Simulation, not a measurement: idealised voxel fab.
Proc. module: voxel wiring stack
Section cut is 260 nm wide and gridded with 5 nm square cells.
This document writes a cross-section as a grid whose cells are square, and gives it as bands, listed from the top down; one or more rows of cells form a band. A band entry consists of two parts. The first gives the height of the band's top and the height of its bottom, in nm. The rest lists the band's materials from left to right, each with its width in nm. A single material labelled with the word "throughout" fills the band from edge to edge, and the word "blank" marks empty space. Heights are expressed relative to 0, this being the level below which the as-received wafer comprises one material exclusively. The lowest band is unbounded in the downward direction and is denoted as in "0 down". The expression "30..40" gives the width at the extremes of the band, the first number at its top row of cells and the second at its bottom row, with the width changing by equal amounts from each row to the next in between. Key: "same as before" - step with no changed cell in the cross-section. Enclosed cavities: empty space of 8 cells or more with no open way to the top, each as width x height at its distance from the left edge, in nm. Past the settings on a step's line: simulator remark, on that step. You can add "overlay nm" to a step's line. For a step with a mask, it describes how far the mask lay to the right of its planned position, and a negative number describes a lay to the left. Before/after cross-section pairs, one process step each; after shown to lowest changed band; step and settings beneath. Pairs may be from different runs of this module on the same starting wafer; a pair continues from the one above only where its "Before step" entry says so.
Before step:
90 to 80 = lowk throughout
80 to 65 = W 85; lowk 30; W 25; lowk 30; W 90
65 to 60 = TiN 85; lowk 30; TiN 25; lowk 30; TiN 90
60 to 50 = lowk 85; Ru 15; lowk 160
50 to 45 = SiCN 85; Ru 15; SiCN 160
45 to 20 = lowk 85; W 30; lowk 25; W 30; lowk 90
20 to 15 = lowk 85; TiN 30; lowk 25; TiN 30; lowk 90
15 to 0 = SiO2 throughout
0 down = Si throughout
Enclosed cavities: none
Structure After Step:
80 to 65 = W 85; lowk 30; W 25; lowk 30; W 90
Note: structure below 65 unchanged.
Enclosed cavities: none
Step, before to after (see cross-sections above): CMP | height nm 80
Before step: after-step cross-section of the pair just above applies.
Structure After Step:
85 to 80 = SiCN throughout
Note: structure below 80 unchanged.
Enclosed cavities: none
Step, before to after (see cross-sections above): CONFORMAL_DEP | material SiCN | thk nm 5
Before step: after-step cross-section of the pair just above applies.
Structure After Step:
100 to 85 = lowk throughout
Note: structure below 85 unchanged.
Enclosed cavities: none
Step, before to after (see cross-sections above): DIRECTIONAL_DEP | material lowk | thk nm 15
Before step: after-step cross-section of the pair just above applies.
Structure After Step:
120 to 100 = resist 85; blank 15; resist 40; blank 15; resist 105
Note: structure below 100 unchanged.
Enclosed cavities: none
Step, before to after (see cross-sections above): PATTERN | tone open | mask id PLUG_2 | material resist | width nm 15 | pitch nm 55 | thk nm 20 | overlay nm 0
Before step: after-step cross-section of the pair just above applies.
Structure After Step:
120 to 100 = resist 85; blank 15; resist 40; blank 15; resist 105
100 to 85 = lowk 85; blank 15; lowk 40; blank 15; lowk 105
Note: structure below 85 unchanged.
Enclosed cavities: none
Step, before to after (see cross-sections above): DIRECTIONAL_ETCH | etch materials lowk | depth nm 15
Before step: after-step cross-section of the pair just above applies.
Structure After Step:
120 to 100 = resist 85; blank 15; resist 40; blank 15; resist 105
100 to 85 = lowk 85; blank 15; lowk 40; blank 15; lowk 105
85 to 80 = SiCN 85; blank 15; SiCN 40; blank 15; SiCN 105
Note: structure below 80 unchanged.
Enclosed cavities: none
Step, before to after (see cross-sections above): DIRECTIONAL_ETCH | etch materials SiCN | depth nm 5
Before step: after-step cross-section of the pair just above applies.
Structure After Step:
100 to 85 = lowk 85; blank 15; lowk 40; blank 15; lowk 105
Note: structure below 85 unchanged.
Enclosed cavities: none
Step, before to after (see cross-sections above): STRIP | etch materials resist
Before step: after-step cross-section of the pair just above applies.
Structure After Step:
105 to 100 = SiCN 90; blank 5; SiCN 50; blank 5; SiCN 110
100 to 85 = lowk 85; SiCN 5; blank 5; SiCN 5; lowk 40; SiCN 5; blank 5; SiCN 5; lowk 105
85 to 80 = SiCN throughout
Note: structure below 80 unchanged.
Enclosed cavities: none
Step, before to after (see cross-sections above): CONFORMAL_DEP | material SiCN | thk nm 5
Before step: after-step cross-section of the pair just above applies.
Structure After Step:
125 to 105 = lowk 90; blank 5; lowk 50; blank 5; lowk 110
105 to 100 = SiCN 90; lowk 5; SiCN 50; lowk 5; SiCN 110
100 to 85 = lowk 85; SiCN 5; lowk 5; SiCN 5; lowk 40; SiCN 5; lowk 5; SiCN 5; lowk 105
Note: structure below 85 unchanged.
Enclosed cavities: none
Step, before to after (see cross-sections above): DIRECTIONAL_DEP | material lowk | thk nm 20
Before step: after-step cross-section of the pair just above applies.
Structure After Step:
135 to 125 = aC 90; blank 5; aC 50; blank 5; aC 110
125 to 115 = lowk 90; blank 5; lowk 50; blank 5; lowk 110
115 to 105 = lowk 90; aC 5; lowk 50; aC 5; lowk 110
Note: structure below 105 unchanged.
Enclosed cavities: none
Step, before to after (see cross-sections above): DIRECTIONAL_DEP | material aC | thk nm 10
Before step: after-step cross-section of the pair just above applies.
Structure After Step:
160 to 135 = resist 85; blank 30; resist 25; blank 30; resist 90
Note: structure below 135 unchanged.
Enclosed cavities: none
Step, before to after (see cross-sections above): PATTERN | tone open | mask id METAL_3 | material resist | width nm 30 | pitch nm 55 | thk nm 25 | overlay nm 0
Before step: after-step cross-section of the pair just above applies.
Structure After Step:
150 to 135 = resist 85; blank 30; resist 25; blank 30; resist 90
135 to 125 = aC 85; blank 30; aC 25; blank 30; aC 90
125 to 105 = lowk 90; blank 5; lowk 50; blank 5; lowk 110
Note: structure below 105 unchanged.
Enclosed cavities: none
Step, before to after (see cross-sections above): DIRECTIONAL_ETCH | etch materials aC | depth nm 10
Before step: after-step cross-section of the pair just above applies.
Structure After Step:
135 to 125 = aC 85; blank 30; aC 25; blank 30; aC 90
Note: structure below 125 unchanged.
Enclosed cavities: none
Step, before to after (see cross-sections above): STRIP | etch materials resist
Before step: after-step cross-section of the pair just above applies.
Structure After Step:
135 to 125 = aC 85; blank 30; aC 25; blank 30; aC 90
125 to 105 = lowk 85; blank 30; lowk 25; blank 30; lowk 90
105 to 100 = SiCN 90; blank 5; SiCN 50; blank 5; SiCN 110
100 to 85 = lowk 85; SiCN 5; blank 5; SiCN 5; lowk 40; SiCN 5; blank 5; SiCN 5; lowk 105
Note: structure below 85 unchanged.
Enclosed cavities: none
Step, before to after (see cross-sections above): DIRECTIONAL_ETCH | etch materials lowk | depth nm 20
Before step: after-step cross-section of the pair just above applies.
Structure After Step:
135 to 125 = aC 85; blank 30; aC 25; blank 30; aC 90
125 to 105 = lowk 85; blank 30; lowk 25; blank 30; lowk 90
105 to 100 = SiCN 85; blank 30; SiCN 25; blank 30; SiCN 90
100 to 85 = lowk 85; SiCN 5; blank 5; SiCN 5; lowk 40; SiCN 5; blank 5; SiCN 5; lowk 105
85 to 80 = SiCN 90; blank 5; SiCN 50; blank 5; SiCN 110
Note: structure below 80 unchanged.
Enclosed cavities: none
Step, before to after (see cross-sections above): DIRECTIONAL_ETCH | etch materials SiCN | depth nm 5
Before step: after-step cross-section of the pair just above applies.
Structure After Step:
125 to 105 = lowk 85; blank 30; lowk 25; blank 30; lowk 90
Note: structure below 105 unchanged.
Enclosed cavities: none
Step, before to after (see cross-sections above): STRIP | etch materials aC
Before step: after-step cross-section of the pair just above applies.
Structure After Step:
130 to 125 = TiN 90; blank 20; TiN 35; blank 20; TiN 95
125 to 105 = lowk 85; TiN 5; blank 20; TiN 5; lowk 25; TiN 5; blank 20; TiN 5; lowk 90
105 to 100 = SiCN 85; TiN 30; SiCN 25; TiN 30; SiCN 90
100 to 85 = lowk 85; SiCN 5; TiN 5; SiCN 5; lowk 40; SiCN 5; TiN 5; SiCN 5; lowk 105
85 to 80 = SiCN 90; TiN 5; SiCN 50; TiN 5; SiCN 110
Note: structure below 80 unchanged.
Enclosed cavities: none
Step, before to after (see cross-sections above): CONFORMAL_DEP | material TiN | thk nm 5
Before step: after-step cross-section of the pair just above applies.
Structure After Step:
140 to 130 = Ru throughout
130 to 125 = TiN 90; Ru 20; TiN 35; Ru 20; TiN 95
125 to 105 = lowk 85; TiN 5; Ru 20; TiN 5; lowk 25; TiN 5; Ru 20; TiN 5; lowk 90
Note: structure below 105 unchanged.
Enclosed cavities: none
Step, before to after (see cross-sections above): FILL_DEP | material Ru | thk nm 10
Before step: after-step cross-section of the pair just above applies.
Structure After Step:
125 to 105 = lowk 85; TiN 5; Ru 20; TiN 5; lowk 25; TiN 5; Ru 20; TiN 5; lowk 90
Note: structure below 105 unchanged.
Enclosed cavities: none
Step, before to after (see cross-sections above): CMP | height nm 125
Before step: after-step cross-section of the pair just above applies.
Structure After Step:
130 to 125 = SiCN throughout
Note: structure below 125 unchanged.
Enclosed cavities: none
Step, before to after (see cross-sections above): CONFORMAL_DEP | material SiCN | thk nm 5
Before step: after-step cross-section of the pair just above applies.
Structure After Step:
140 to 130 = SiO2 throughout
Note: structure below 130 unchanged.
Enclosed cavities: none
Step, before to after (see cross-sections above): DIRECTIONAL_DEP | material SiO2 | thk nm 10
Before step: after-step cross-section of the pair just above applies.
Structure After Step:
140 to 130 = SiO2 85; blank 15; SiO2 40; blank 15; SiO2 105
Note: structure below 130 unchanged.
Enclosed cavities: none
Step, before to after (see cross-sections above): MASKED_ETCH | tone open | mask id PLUG_3 | width nm 15 | pitch nm 55 | etch materials SiO2 | depth nm 10 | overlay nm 0
Before step: after-step cross-section of the pair just above applies.
Structure After Step:
140 to 130 = SiO2 85; blank 15; SiO2 40; blank 15; SiO2 105
130 to 125 = SiCN 85; blank 15; SiCN 40; blank 15; SiCN 105
Note: structure below 125 unchanged.
Enclosed cavities: none
Step, before to after (see cross-sections above): MASKED_ETCH | tone open | mask id PLUG_3 | width nm 15 | pitch nm 55 | etch materials SiCN | depth nm 5 | overlay nm 0
Before step: after-step cross-section of the pair just above applies.
Structure After Step:
145 to 140 = TiN 90; blank 5; TiN 50; blank 5; TiN 110
140 to 130 = SiO2 85; TiN 5; blank 5; TiN 5; SiO2 40; TiN 5; blank 5; TiN 5; SiO2 105
130 to 125 = SiCN 85; TiN 15; SiCN 40; TiN 15; SiCN 105
Note: structure below 125 unchanged.
Enclosed cavities: none
Step, before to after (see cross-sections above): CONFORMAL_DEP | material TiN | thk nm 5
Before step: after-step cross-section of the pair just above applies.
Structure After Step:
155 to 145 = W throughout
145 to 140 = TiN 90; W 5; TiN 50; W 5; TiN 110
140 to 130 = SiO2 85; TiN 5; W 5; TiN 5; SiO2 40; TiN 5; W 5; TiN 5; SiO2 105
Note: structure below 130 unchanged.
Enclosed cavities: none
Step, before to after (see cross-sections above): FILL_DEP | material W | thk nm 10
Before step: after-step cross-section of the pair just above applies.
Structure After Step:
140 to 130 = SiO2 85; TiN 5; W 5; TiN 5; SiO2 40; TiN 5; W 5; TiN 5; SiO2 105
Note: structure below 130 unchanged.
Enclosed cavities: none
Step, before to after (see cross-sections above): CMP | height nm 140
Before step: after-step cross-section of the pair just above applies.
Structure After Step:
145 to 140 = SiN throughout
Note: structure below 140 unchanged.
Enclosed cavities: none
Step, before to after (see cross-sections above): CONFORMAL_DEP | material SiN | thk nm 5
Before step: after-step cross-section of the pair just above applies.
Structure After Step:
165 to 145 = SiO2 throughout
Note: structure below 145 unchanged.
Enclosed cavities: none
Step, before to after (see cross-sections above): DIRECTIONAL_DEP | material SiO2 | thk nm 20
Before step: after-step cross-section of the pair just above applies.
Structure After Step:
185 to 165 = resist 85; blank 30; resist 25; blank 30; resist 90
Note: structure below 165 unchanged.
Enclosed cavities: none
Step, before to after (see cross-sections above): PATTERN | tone open | mask id METAL_4 | material resist | width nm 30 | pitch nm 55 | thk nm 20 | overlay nm 0
Before step: after-step cross-section of the pair just above applies.
Structure After Step:
185 to 165 = resist 85; blank 30; resist 25; blank 30; resist 90
165 to 145 = SiO2 85; blank 30; SiO2 25; blank 30; SiO2 90
Note: structure below 145 unchanged.
Enclosed cavities: none
Step, before to after (see cross-sections above): DIRECTIONAL_ETCH | etch materials SiO2 | depth nm 20
Before step: after-step cross-section of the pair just above applies.
Structure After Step:
185 to 165 = resist 85; blank 30; resist 25; blank 30; resist 90
165 to 145 = SiO2 85; blank 30; SiO2 25; blank 30; SiO2 90
145 to 140 = SiN 85; blank 30; SiN 25; blank 30; SiN 90
Note: structure below 140 unchanged.
Enclosed cavities: none
Step, before to after (see cross-sections above): DIRECTIONAL_ETCH | etch materials SiN | depth nm 5
Before step: after-step cross-section of the pair just above applies.
Structure After Step:
165 to 145 = SiO2 85; blank 30; SiO2 25; blank 30; SiO2 90
Note: structure below 145 unchanged.
Enclosed cavities: none
Step, before to after (see cross-sections above): STRIP | etch materials resist
Before step: after-step cross-section of the pair just above applies.
Structure After Step:
170 to 165 = TiN 90; blank 20; TiN 35; blank 20; TiN 95
165 to 145 = SiO2 85; TiN 5; blank 20; TiN 5; SiO2 25; TiN 5; blank 20; TiN 5; SiO2 90
145 to 140 = SiN 85; TiN 30; SiN 25; TiN 30; SiN 90
Note: structure below 140 unchanged.
Enclosed cavities: none
Step, before to after (see cross-sections above): CONFORMAL_DEP | material TiN | thk nm 5
Before step: after-step cross-section of the pair just above applies.
Structure After Step:
180 to 170 = Cu throughout
170 to 165 = TiN 90; Cu 20; TiN 35; Cu 20; TiN 95
165 to 145 = SiO2 85; TiN 5; Cu 20; TiN 5; SiO2 25; TiN 5; Cu 20; TiN 5; SiO2 90
Note: structure below 145 unchanged.
Enclosed cavities: none
Step, before to after (see cross-sections above): FILL_DEP | material Cu | thk nm 10
Before step: after-step cross-section of the pair just above applies.
Structure After Step:
165 to 145 = SiO2 85; TiN 5; Cu 20; TiN 5; SiO2 25; TiN 5; Cu 20; TiN 5; SiO2 90
Note: structure below 145 unchanged.
Enclosed cavities: none
Step, before to after (see cross-sections above): CMP | height nm 165
Before step: after-step cross-section of the pair just above applies.
Structure After Step:
170 to 165 = blank 80; Ru 40; blank 15; Ru 40; blank 85
Note: structure below 165 unchanged.
Enclosed cavities: none
Step, before to after (see cross-sections above): EPI | material Ru | thk nm 5
Before step: after-step cross-section of the pair just above applies.
Structure After Step:
175 to 170 = SiCN throughout
170 to 165 = SiCN 80; Ru 40; SiCN 15; Ru 40; SiCN 85
Note: structure below 165 unchanged.
Enclosed cavities: none
Step, before to after (see cross-sections above): FILL_DEP | material SiCN | thk nm 5
